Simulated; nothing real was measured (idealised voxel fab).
The name of this process module is voxel ribs on slabs.
Square cells of 5 nm make up the cross-section cut, whose width is 195 nm.
Think of the cross-section as a grid of square cells. We describe it in bands, top to bottom, and each band covers one or more rows of those cells.
Band: top and bottom heights (nm) first, top before bottom; then materials from left to right, widths in nm. "all across" marks a sole material filling the band edge to edge. "blank" denotes empty space.
Where do heights start? At 0: under that level the wafer as delivered is made of one material only. And the lowest band has no floor; it just carries on downward, as in "0..down".
The width entry "30..40" should be interpreted row by row: the top row of cells in the band takes the first number, the bottom row takes the second number, and the change between adjacent rows is uniform throughout.
The cross-section has no changed cell in any step marked "no modifications".
If an empty space has no open way to the top and is at least 8 cells in size, "Fully enclosed voids" lists it, written width x height at distance, where distance is measured from the left edge and every value is in nm.
Past the settings on a step's line: simulator remark, on that step.
The optional step-line setting "overlay nm" applies to steps with a mask and quantifies how far to the right of its planned location the mask lay, a negative value indicating leftward placement.
Intended process steps:
1,RECEIVE, material Si
2,DIRECTIONAL_DEP, material SiO2, thk nm 25
3,DIRECTIONAL_DEP, material SiN, thk nm 20
4,PATTERN, tone cover, mask id RIB, material resist, width nm 25, thk nm 15, overlay nm 0
5,DIRECTIONAL_ETCH, etch materials SiN, depth nm 5
6,STRIP, etch materials resist
7,MASKED_ETCH, tone cover, mask id SLAB, width nm 85, etch materials SiN, depth nm 15, overlay nm 0
8,FILL_DEP, material SiO2, thk nm 20
9,CMP, height nm 60
10,DIRECTIONAL_DEP, material W, thk nm 10
11,DIRECTIONAL_DEP, material aC, thk nm 10
12,PATTERN, tone cover, mask id HEATER, material resist, width nm 35, thk nm 30, overlay nm 0
13,DIRECTIONAL_ETCH, etch materials aC, depth nm 10
14,STRIP, etch materials resist
15,DIRECTIONAL_ETCH, etch materials W, depth nm 10
16,STRIP, etch materials aC
17,CONFORMAL_DEP, material SiO2, thk nm 10
Cross-sectional view of the wafer in its as-received condition, corresponding to the state after step 1:
0..down | Si all across
Fully enclosed voids: none
What the wafer looks like in cross-section after this module, when it starts as shown above and follows the plan above but one mistake is made in running it:
80..70 | SiO2 all across
70..60 | SiN all across
60..45 | SiO2 all across
45..40 | SiO2 (85), then SiN (25), then SiO2 (85)
40..25 | SiO2 (55), then SiN (85), then SiO2 (55)
25..0 | SiO2 all across
0..down | Si all across
Fully enclosed voids: none
Finding, execution versus plan: step 10 deviated from plan and actually ran as DIRECTIONAL_DEP, material SiN, thk nm 10
